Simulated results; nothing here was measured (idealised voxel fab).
This is a process module. Its name is voxel wiring stack.
255 nm wide, 5 nm square cells: that's cross-section cut.
Cross-section layout: square cells on a grid; listed as bands, top to bottom; a band spans one or more cell rows.
Each band's line starts with the height of the band's top and of its bottom, in nm. Then come its materials from left to right, each with its width in nm. One material with "everywhere" fills the band from edge to edge. "blank" is empty space.
Where do heights start? At 0: under that level the wafer as delivered is made of one material only. And the lowest band has no floor; it just carries on downward, as in "from 0 down".
The two numbers in a width such as "30 to 40" mark its ends across the band: the first belongs to the top row of cells, the second to the bottom row, and from each row to the next the width moves by the same amount.
"no alteration" (step): cross-section cells unchanged, all of them.
Any empty space of 8 cells or more lacking an open way to the top shows up in "Voids, fully enclosed" as width x height at distance, distance from the left edge, in nm.
after a step's settings: what the simulator itself notes on the step
The line of a step may include "overlay nm". On a step with a mask, this value is how far to the right of its planned place the mask lay. A negative value means the mask lay to the left.
[Listed below are the process steps as planned]
1: RECEIVE: material Si
2: CONFORMAL_DEP: material SiO2, thk nm 10
3: CONFORMAL_DEP: material SiCN, thk nm 5
4: DIRECTIONAL_DEP: material SiO2, thk nm 10
5: MASKED_ETCH: tone open, mask id METAL_1, width nm 25, pitch nm 55, etch materials SiO2, depth nm 20, overlay nm 0
6: MASKED_ETCH: tone open, mask id METAL_1, width nm 25, pitch nm 55, etch materials SiCN, depth nm 5, overlay nm 0
7: CONFORMAL_DEP: material TiN, thk nm 5
8: FILL_DEP: material W, thk nm 5
9: CMP: height nm 35
10: EPI: material Ru, thk nm 5
11: FILL_DEP: material SiCN, thk nm 5
12: DIRECTIONAL_DEP: material lowk, thk nm 25
13: DIRECTIONAL_DEP: material aC, thk nm 10
14: PATTERN: tone open, mask id METAL_2_HOLES, material resist, width nm 15, pitch nm 55, thk nm 30, overlay nm 0
15: DIRECTIONAL_ETCH: etch materials aC, depth nm 10
16: STRIP: etch materials resist
17: DIRECTIONAL_ETCH: etch materials lowk, depth nm 25
18: STRIP: etch materials aC
19: PATTERN: tone open, mask id METAL_2, material resist, width nm 25, pitch nm 55, thk nm 20, overlay nm 0
20: DIRECTIONAL_ETCH: etch materials lowk, depth nm 15
21: DIRECTIONAL_ETCH: etch materials SiCN, depth nm 5
22: STRIP: etch materials resist
23: CONFORMAL_DEP: material TiN, thk nm 5
24: FILL_DEP: material Ru, thk nm 10
25: CMP: height nm 70
26: CONFORMAL_DEP: material SiCN, thk nm 5
27: DIRECTIONAL_DEP: material lowk, thk nm 25
28: DIRECTIONAL_DEP: material aC, thk nm 15
29: PATTERN: tone open, mask id METAL_3, material resist, width nm 25, pitch nm 55, thk nm 30, overlay nm 0
30: DIRECTIONAL_ETCH: etch materials aC, depth nm 15
31: STRIP: etch materials resist
32: DIRECTIONAL_ETCH: etch materials lowk, depth nm 15
33: STRIP: etch materials aC
34: PATTERN: tone open, mask id METAL_3_HOLES, material resist, width nm 15, pitch nm 55, thk nm 20, overlay nm 0
35: DIRECTIONAL_ETCH: etch materials lowk, depth nm 10
36: DIRECTIONAL_ETCH: etch materials SiCN, depth nm 5
37: STRIP: etch materials resist
38: CONFORMAL_DEP: material TiN, thk nm 5
39: FILL_DEP: material Cu, thk nm 10
40: CMP: height nm 100
41: CONFORMAL_DEP: material SiN, thk nm 5
The plan shows the thk nm of step 4 as the first wafer had it; this setting differs between the wafers, which start out alike.
[So this is the first of several wafers, cross-sectioned as it came to us, meaning it's at the end of step 1]
> from 0 down | Si everywhere
> Voids, fully enclosed: none
[Per wafer (row), end of module: delta in cells per material since receipt, (+) for gained, (-) for lost; closed voids after that]
thk nm 10, +27 Cu, +78 Ru, +120 SiCN, +51 SiN, +174 SiO2, +159 TiN, +78 W, +384 lowk, Voids, fully enclosed: none
thk nm 15, +27 Cu, +78 Ru, +120 SiCN, +51 SiN, +210 SiO2, +165 TiN, +36 W, +384 lowk, Voids, fully enclosed: none
thk nm 20, +27 Cu, +48 Ru, +150 SiCN, +51 SiN, +246 SiO2, +129 TiN, +36 W, +384 lowk, Voids, fully enclosed: none
thk nm 25, +27 Cu, +48 Ru, +165 SiCN, +51 SiN, +261 SiO2, +117 TiN, +18 W, +384 lowk, Voids, fully enclosed: none
thk nm 30, +27 Cu, +48 Ru, +165 SiCN, +51 SiN, +276 SiO2, +111 TiN, +9 W, +384 lowk, Voids, fully enclosed: none
thk nm 35, +27 Cu, +48 Ru, +165 SiCN, +51 SiN, +291 SiO2, +105 TiN, +384 lowk, Voids, fully enclosed: none
